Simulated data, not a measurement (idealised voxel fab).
process module | voxel tone inversion
cross-section cut | 240 nm wide | cells 5 nm
A cross-section is a grid of square cells, given in bands from the top down. A band is one or more rows of cells.
Each band's line starts with the height of the band's top and of its bottom, in nm. Then come its materials from left to right, each with its width in nm. One material with "throughout" fills the band from edge to edge. "air" is empty space.
Height 0 is the level under which the wafer as received is all one material. The lowest band goes on downwards, as in "0 down".
A width such as "30 to 40" changes by the same amount from each row of cells to the next, from the band's top row to its bottom row.
"no change" after a step means that no cell of the cross-section changed.
closed voids: empty space of 8 cells or more with no open way to the top, each as width x height at its distance from the left edge, in nm
after a step's settings: what the simulator itself notes on the step
overlay nm, on a step with a mask: how far to the right of its planned place the mask lay; to the left if negative
plan
1 op RECEIVE | material Si
2 op CONFORMAL_DEP | material SiN | thk nm 5
3 op DIRECTIONAL_DEP | material aC | thk nm 20
4 op PATTERN | tone cover | mask id POSTS | material resist | width nm 15 | pitch nm 45 | thk nm 30 | overlay nm 0
5 op DIRECTIONAL_ETCH | etch materials aC | depth nm 20
6 op STRIP | etch materials resist
7 op FILL_DEP | material SiO2 | thk nm 5
8 op CMP | height nm 25
9 op STRIP | etch materials aC
10 op CONFORMAL_DEP | material TiN | thk nm 5
11 op FILL_DEP | material Ru | thk nm 5
12 op CMP | height nm 25
13 op CONFORMAL_DEP | material SiN | thk nm 5
first wafer, as planned
as received, after step 1
  0 down: Si throughout
  closed voids: none
after step 2
  5 to 0: SiN throughout
  below 0: unchanged
after step 3
  25 to 5: aC throughout
  below 5: unchanged
after step 4
  55 to 25: air 45 | resist 15 | air 30 | resist 15 | air 30 | resist 15 | air 30 | resist 15 | air 45
  below 25: unchanged
after step 5
  35 to 25: air 45 | resist 15 | air 30 | resist 15 | air 30 | resist 15 | air 30 | resist 15 | air 45
  25 to 5: air 45 | aC 15 | air 30 | aC 15 | air 30 | aC 15 | air 30 | aC 15 | air 45
  below 5: unchanged
after step 6
  25 to 5: air 45 | aC 15 | air 30 | aC 15 | air 30 | aC 15 | air 30 | aC 15 | air 45
  below 5: unchanged
after step 7
  30 to 25: SiO2 throughout
  25 to 5: SiO2 45 | aC 15 | SiO2 30 | aC 15 | SiO2 30 | aC 15 | SiO2 30 | aC 15 | SiO2 45
  below 5: unchanged
after step 8
  25 to 5: SiO2 45 | aC 15 | SiO2 30 | aC 15 | SiO2 30 | aC 15 | SiO2 30 | aC 15 | SiO2 45
  below 5: unchanged
after step 9
  25 to 5: SiO2 45 | air 15 | SiO2 30 | air 15 | SiO2 30 | air 15 | SiO2 30 | air 15 | SiO2 45
  below 5: unchanged
after step 10
  30 to 25: TiN 50 | air 5 | TiN 40 | air 5 | TiN 40 | air 5 | TiN 40 | air 5 | TiN 50
  25 to 10: SiO2 45 | TiN 5 | air 5 | TiN 5 | SiO2 30 | TiN 5 | air 5 | TiN 5 | SiO2 30 | TiN 5 | air 5 | TiN 5 | SiO2 30 | TiN 5 | air 5 | TiN 5 | SiO2 45
  10 to 5: SiO2 45 | TiN 15 | SiO2 30 | TiN 15 | SiO2 30 | TiN 15 | SiO2 30 | TiN 15 | SiO2 45
  below 5: unchanged
after step 11
  35 to 30: Ru throughout
  30 to 25: TiN 50 | Ru 5 | TiN 40 | Ru 5 | TiN 40 | Ru 5 | TiN 40 | Ru 5 | TiN 50
  25 to 10: SiO2 45 | TiN 5 | Ru 5 | TiN 5 | SiO2 30 | TiN 5 | Ru 5 | TiN 5 | SiO2 30 | TiN 5 | Ru 5 | TiN 5 | SiO2 30 | TiN 5 | Ru 5 | TiN 5 | SiO2 45
  below 10: unchanged
after step 12
  25 to 10: SiO2 45 | TiN 5 | Ru 5 | TiN 5 | SiO2 30 | TiN 5 | Ru 5 | TiN 5 | SiO2 30 | TiN 5 | Ru 5 | TiN 5 | SiO2 30 | TiN 5 | Ru 5 | TiN 5 | SiO2 45
  below 10: unchanged
after step 13
  30 to 25: SiN throughout
  below 25: unchanged
second wafer: like start, like plan, one mistake. Through step 12 it matches the first wafer
when step 13 should have ended
  30 to 25: Ru throughout
  below 25: unchanged
what went wrong: step 13 ran as: op CONFORMAL_DEP | material Ru | thk nm 5
at the end the second wafer has, in cells: 48 more of Ru | 48 fewer of SiN
